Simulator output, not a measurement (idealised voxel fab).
The following is a process module called voxel air gaps.
Cross-sectional view cut (width: 265 nm; square cell size: 5 nm).
In what follows, cross-sections appear as grids of square cells, described through bands that run from the top down, where every band is one or more rows of cells.
Look at the band entry: it leads with the top's height and the bottom's height in nm. Then it lists the materials left to right, with a width in nm for each. The word "full width" on a single material says that material fills the band edge to edge. The word "empty" is empty space.
Basically, 0 is our baseline, since under it the wafer straight out of the box is all one material. The bottom band has no lower end and keeps on going down, so it looks like "top 0, no bottom".
A width such as "30 to 40" changes by the same amount from each row of cells to the next, from the band's top row to its bottom row.
A step reported as "everything unchanged" is a step in which no cell of the cross-section changed.
Sealed internal cavities: empty space of 8 cells or more with no open way to the top, each as width x height at its distance from the left edge, in nm
That trailing text on a step's line, after the settings, is the simulator's own remark on the step.
If you see "overlay nm" on a step's line and that step has a mask, it's telling you how far right of where it was planned the mask ended up; a negative number means it went left instead.
### These are the steps we planned for the process
step 1: op RECEIVE | material Si
step 2: op CONFORMAL_DEP | material SiO2 | thk nm 5
step 3: op CONFORMAL_DEP | material SiCN | thk nm 5
step 4: op DIRECTIONAL_DEP | material lowk | thk nm 35
step 5: op MASKED_ETCH | tone open | mask id LINES | width nm 20 | pitch nm 50 | etch materials lowk | depth nm 35 | overlay nm 0
step 6: op CONFORMAL_DEP | material TiN | thk nm 5
step 7: op FILL_DEP | material Ru | thk nm 5
step 8: op CMP | height nm 55
step 9: op EPI | material Ru | thk nm 10
step 10: op SELECTIVE_ETCH | etch materials lowk | depth nm 45
step 11: op CONFORMAL_DEP | material SiCN | thk nm 5
Split variable: thk nm, step 2. Plan value = first wafer. Wafers start alike.
### The first of several wafers as received, shown in cross-section; this is its state after step 1
top 0, no bottom: Si full width
Sealed internal cavities: none
### End-of-module cross-section, first of several wafers, after last step 11
top 70, bottom 65: SiCN full width
top 65, bottom 50: Ru full width
top 50, bottom 45: TiN 75 nm, then Ru 10 nm, then TiN 40 nm, then Ru 10 nm, then TiN 40 nm, then Ru 10 nm, then TiN 80 nm
top 45, bottom 15: lowk 70 nm, then TiN 5 nm, then Ru 10 nm, then TiN 5 nm, then lowk 30 nm, then TiN 5 nm, then Ru 10 nm, then TiN 5 nm, then lowk 30 nm, then TiN 5 nm, then Ru 10 nm, then TiN 5 nm, then lowk 75 nm
top 15, bottom 10: lowk 70 nm, then TiN 20 nm, then lowk 30 nm, then TiN 20 nm, then lowk 30 nm, then TiN 20 nm, then lowk 75 nm
top 10, bottom 5: SiCN full width
top 5, bottom 0: SiO2 full width
top 0, no bottom: Si full width
Sealed internal cavities: none
### Cross-section, last wafer, module completion
top 70, bottom 65: empty 55 nm, then SiCN 150 nm, then empty 60 nm
top 65, bottom 55: empty 55 nm, then SiCN 5 nm, then Ru 40 nm, then SiCN 10 nm, then Ru 40 nm, then SiCN 10 nm, then Ru 40 nm, then SiCN 5 nm, then empty 60 nm
top 55, bottom 50: empty 55 nm, then SiCN 15 nm, then TiN 5 nm, then Ru 10 nm, then TiN 5 nm, then SiCN 30 nm, then TiN 5 nm, then Ru 10 nm, then TiN 5 nm, then SiCN 30 nm, then TiN 5 nm, then Ru 10 nm, then TiN 5 nm, then SiCN 15 nm, then empty 60 nm
top 50, bottom 40: empty 65 nm, then SiCN 5 nm, then TiN 5 nm, then Ru 10 nm, then TiN 5 nm, then SiCN 5 nm, then empty 20 nm, then SiCN 5 nm, then TiN 5 nm, then Ru 10 nm, then TiN 5 nm, then SiCN 5 nm, then empty 20 nm, then SiCN 5 nm, then TiN 5 nm, then Ru 10 nm, then TiN 5 nm, then SiCN 5 nm, then empty 70 nm
top 40, bottom 35: SiCN 70 nm, then TiN 20 nm, then SiCN 30 nm, then TiN 20 nm, then SiCN 30 nm, then TiN 20 nm, then SiCN 75 nm
top 35, bottom 30: SiCN full width
top 30, bottom 0: SiO2 full width
top 0, no bottom: Si full width
Sealed internal cavities: 20 x 10 at 95; 20 x 10 at 145
### Tabulated below, wafer by wafer, are the end-of-module results: for each material, the number of cells gained (+) or lost (-) relative to the as-received state, followed by the closed voids
thk nm 5; +201 Ru; +106 SiCN; +53 SiO2; +95 TiN; +287 lowk; Sealed internal cavities: none
thk nm 10; +148 Ru; +106 SiCN; +106 SiO2; +95 TiN; +287 lowk; Sealed internal cavities: none
thk nm 15; +84 Ru; +184 SiCN; +159 SiO2; +48 TiN; Sealed internal cavities: 20 x 25 at 95; 20 x 25 at 145
thk nm 20; +78 Ru; +178 SiCN; +212 SiO2; +42 TiN; Sealed internal cavities: 20 x 20 at 95; 20 x 20 at 145
thk nm 25; +72 Ru; +172 SiCN; +265 SiO2; +36 TiN; Sealed internal cavities: 20 x 15 at 95; 20 x 15 at 145
thk nm 30; +66 Ru; +166 SiCN; +318 SiO2; +30 TiN; Sealed internal cavities: 20 x 10 at 95; 20 x 10 at 145
